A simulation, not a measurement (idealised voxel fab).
The process module that follows is named voxel wiring stack.
It is cross-section cut that appears here, measuring 235 nm in width, its square cells being 5 nm in size.
Cross-section = grid of square cells, listed top down in bands; band = one or more rows. This entry defines a band. It first specifies the height of the band's top and the height of its bottom in nm, and then specifies the band's materials from left to right, stating each material with its width in nm. The word "throughout" identifies a single material that fills the band from edge to edge, while the word "air" identifies empty space. Heads up on the height convention: 0 is the point under which the incoming wafer is all one material, and the lowest band has no bottom, it just keeps going down, like "z 0 and below". It should be noted that a width expressed as "30 to 40" varies in equal increments from row to row of cells within the band, taking the value of the first number at the top row and that of the second number at the bottom row. Where the words "no alteration" appear for a step, the cross-section shows no cell changed by that step; every cell remained as before. The label "Voids, enclosed" introduces a list of the empty spaces, 8 cells or larger, that have no open way up to the top; each entry in it reads width x height at distance, where the distance is taken from the left edge and all three are stated in nm. Whatever follows a step's settings on its line is a remark the simulator itself makes about that step. Steps that use a mask can have "overlay nm" on their line. It says how far the mask sat to the right of where it was meant to be. Negative means to the left.

LIST OF PLANNED PROCESS STEPS
- 1: op RECEIVE | material Si
- 2: op CONFORMAL_DEP | material SiO2 | thk nm 15
- 3: op DIRECTIONAL_DEP | material TiN | thk nm 5
- 4: op DIRECTIONAL_DEP | material Ru | thk nm 25
- 5: op MASKED_ETCH | tone cover | mask id METAL_1 | width nm 20 | pitch nm 45 | etch materials Ru | depth nm 25 | overlay nm 0
- 6: op MASKED_ETCH | tone cover | mask id METAL_1 | width nm 20 | pitch nm 45 | etch materials TiN | depth nm 5 | overlay nm 0
- 7: op FILL_DEP | material SiO2 | thk nm 10
- 8: op CMP | height nm 45
- 9: op CONFORMAL_DEP | material SiCN | thk nm 5
- 10: op DIRECTIONAL_DEP | material lowk | thk nm 10
- 11: op DIRECTIONAL_DEP | material aC | thk nm 15
- 12: op PATTERN | tone open | mask id PLUG_1 | material resist | width nm 15 | pitch nm 90 | thk nm 35 | overlay nm 0
- 13: op DIRECTIONAL_ETCH | etch materials aC | depth nm 15
- 14: op STRIP | etch materials resist
- 15: op DIRECTIONAL_ETCH | etch materials lowk | depth nm 10
- 16: op DIRECTIONAL_ETCH | etch materials SiCN | depth nm 5
- 17: op STRIP | etch materials aC
- 18: op CONFORMAL_DEP | material TiN | thk nm 5
- 19: op FILL_DEP | material Cu | thk nm 10
- 20: op CMP | height nm 60
- 21: op DIRECTIONAL_DEP | material TiN | thk nm 5
- 22: op DIRECTIONAL_DEP | material W | thk nm 15
- 23: op MASKED_ETCH | tone cover | mask id METAL_2 | width nm 20 | pitch nm 45 | etch materials W | depth nm 15 | overlay nm 0
- 24: op MASKED_ETCH | tone cover | mask id METAL_2 | width nm 20 | pitch nm 45 | etch materials TiN | depth nm 5 | overlay nm 0
- 25: op CONFORMAL_DEP | material SiCN | thk nm 5
- 26: op FILL_DEP | material lowk | thk nm 10
- 27: op CMP | height nm 80
- 28: op CONFORMAL_DEP | material SiN | thk nm 5

CROSS-SECTION OF THE WAFER UPON ARRIVAL, REPRESENTING THE STATE REACHED AFTER STEP 1
	z 0 and below: Si throughout
	Voids, enclosed: none

THE FIRST OF TWO WAFERS, CROSS-SECTIONED AT THE END OF THE MODULE, WITH THE RUN PROCEEDING AS PLANNED
	z 85 to 80: SiN throughout
	z 80 to 65: 35 of lowk / 5 of SiCN / 20 of W / 5 of SiCN / 15 of lowk / 5 of SiCN / 20 of W / 5 of SiCN / 15 of lowk / 5 of SiCN / 20 of W / 5 of SiCN / 15 of lowk / 5 of SiCN / 20 of W / 5 of SiCN / 35 of lowk
	z 65 to 60: 40 of SiCN / 20 of TiN / 25 of SiCN / 20 of TiN / 25 of SiCN / 20 of TiN / 25 of SiCN / 20 of TiN / 40 of SiCN
	z 60 to 50: 40 of lowk / 5 of TiN / 5 of Cu / 5 of TiN / 75 of lowk / 5 of TiN / 5 of Cu / 5 of TiN / 90 of lowk
	z 50 to 45: 40 of SiCN / 15 of TiN / 75 of SiCN / 15 of TiN / 90 of SiCN
	z 45 to 20: 40 of SiO2 / 20 of Ru / 25 of SiO2 / 20 of Ru / 25 of SiO2 / 20 of Ru / 25 of SiO2 / 20 of Ru / 40 of SiO2
	z 20 to 15: 40 of SiO2 / 20 of TiN / 25 of SiO2 / 20 of TiN / 25 of SiO2 / 20 of TiN / 25 of SiO2 / 20 of TiN / 40 of SiO2
	z 15 to 0: SiO2 throughout
	z 0 and below: Si throughout
	Voids, enclosed: none

WHAT THE SECOND WAFER LOOKS LIKE IN CROSS-SECTION ONCE THE MODULE IS DONE. ITS START AND ITS PLAN MATCHED THE FIRST WAFER'S EXACTLY; WHAT DIFFERED WAS ONE MISTAKE IN HOW IT WAS RUN
	z 85 to 80: SiN throughout
	z 80 to 65: 35 of lowk / 5 of SiCN / 20 of W / 5 of SiCN / 15 of lowk / 5 of SiCN / 20 of W / 5 of SiCN / 15 of lowk / 5 of SiCN / 20 of W / 5 of SiCN / 15 of lowk / 5 of SiCN / 20 of W / 5 of SiCN / 35 of lowk
	z 65 to 60: 40 of SiCN / 20 of TiN / 25 of SiCN / 20 of TiN / 25 of SiCN / 20 of TiN / 25 of SiCN / 20 of TiN / 40 of SiCN
	z 60 to 50: 40 of lowk / 5 of TiN / 5 of Cu / 5 of TiN / 75 of lowk / 5 of TiN / 5 of Cu / 5 of TiN / 90 of lowk
	z 50 to 45: 40 of SiCN / 15 of TiN / 75 of SiCN / 15 of TiN / 90 of SiCN
	z 45 to 35: 40 of SiO2 / 20 of Ru / 25 of SiO2 / 20 of Ru / 25 of SiO2 / 20 of Ru / 25 of SiO2 / 20 of Ru / 40 of SiO2
	z 35 to 30: 40 of SiO2 / 20 of TiN / 25 of SiO2 / 20 of TiN / 25 of SiO2 / 20 of TiN / 25 of SiO2 / 20 of TiN / 40 of SiO2
	z 30 to 0: SiO2 throughout
	z 0 and below: Si throughout
	Voids, enclosed: none
So what did we get wrong on this run? step 2 in the plan was executed twice
Final tally in cells, some materials are higher or lower on the second wafer than on the first: -48 Ru, +48 SiO2
